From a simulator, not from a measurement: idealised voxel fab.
The name of this process module is voxel gate over fins.
Pictured: cross-section cut, 275 nm wide, on a grid of 5 nm square cells.
Reading order for cross-sections: top band down to bottom band. Underlying form: a grid of square cells. Band size: one or more rows of cells. For a band, the entry starts with two heights in nm, that of the top and then that of the bottom, and carries on with the band's materials in order from left to right, each alongside its width in nm; the word "full width" beside a single material means it fills the band edge to edge, and "empty" means empty space. Height 0 is the level under which the wafer as received is all one material. The lowest band goes on downwards, as in "0 -> down". The expression "30->40" gives the width at the extremes of the band, the first number at its top row of cells and the second at its bottom row, with the width changing by equal amounts from each row to the next in between. The cross-section has no changed cell in any step marked "no modification". This entry, "Trapped voids", enumerates those empty regions of no fewer than 8 cells that possess no open connection to the top. Each region is reported in the form width x height at distance, the distance being taken from the left edge, with all three quantities expressed in nm. On each step's line, the part that comes after the settings is the simulator's own comment on the step. "overlay nm" on a masked step: distance the mask lay right of its planned place, negative for left.

-- List of planned process steps
1. RECEIVE,material Si
2. CONFORMAL_DEP,material SiN,thk nm 10
3. MASKED_ETCH,tone cover,mask id FINS,width nm 15,pitch nm 40,etch materials SiN,depth nm 10,overlay nm 0
4. MASKED_ETCH,tone cover,mask id FINS,width nm 15,pitch nm 40,etch materials Si,depth nm 35,overlay nm 0
5. FILL_DEP,material SiO2,thk nm 15
6. CMP,height nm 10
7. SELECTIVE_ETCH,etch materials SiO2,depth nm 25
8. STRIP,etch materials SiN
9. CONFORMAL_DEP,material HfO2,thk nm 5
10. CONFORMAL_DEP,material TiN,thk nm 5
11. FILL_DEP,material W,thk nm 10
12. CMP,height nm 15
13. CONFORMAL_DEP,material SiN,thk nm 10

-- Wafer cross-section on receipt, i.e. after step 1
> 0 -> down  Si full width
> Trapped voids: none

-- Cross-section, first of two wafers, end of module, run as planned
> 25 -> 15  SiN full width
> 15 -> 10  W full width
> 10 -> 5  W=100, TiN=35, W=5, TiN=35, W=100
> 5 -> 0  W=100, TiN=5, HfO2=25, TiN=5, W=5, TiN=5, HfO2=25, TiN=5, W=100
> 0 -> -5  W=100, TiN=5, HfO2=5, Si=15, HfO2=5, TiN=5, W=5, TiN=5, HfO2=5, Si=15, HfO2=5, TiN=5, W=100
> -5 -> -10  TiN=105, HfO2=5, Si=15, HfO2=5, TiN=15, HfO2=5, Si=15, HfO2=5, TiN=105
> -10 -> -15  HfO2=110, Si=15, HfO2=25, Si=15, HfO2=110
> -15 -> -35  SiO2=110, Si=15, SiO2=25, Si=15, SiO2=110
> -35 -> down  Si full width
> Trapped voids: none

-- This is the second of the two wafers, cross-sectioned at the end of the module; it started exactly like the first and was given the same plan, but it was run with one mistake
> 25 -> 15  SiN full width
> 15 -> 10  W full width
> 10 -> 5  W=100, HfO2=35, W=5, HfO2=35, W=100
> 5 -> 0  W=100, HfO2=5, TiN=25, HfO2=5, W=5, HfO2=5, TiN=25, HfO2=5, W=100
> 0 -> -5  W=100, HfO2=5, TiN=5, Si=15, TiN=5, HfO2=5, W=5, HfO2=5, TiN=5, Si=15, TiN=5, HfO2=5, W=100
> -5 -> -10  HfO2=105, TiN=5, Si=15, TiN=5, HfO2=15, TiN=5, Si=15, TiN=5, HfO2=105
> -10 -> -15  TiN=110, Si=15, TiN=25, Si=15, TiN=110
> -15 -> -35  SiO2=110, Si=15, SiO2=25, Si=15, SiO2=110
> -35 -> down  Si full width
> Trapped voids: none
Deviation from plan: order of steps 9 and 10 inverted relative to the plan
In the final comparison it is observed that the number of cells assigned to each material is identical for the two wafers, whereas their placement is not.
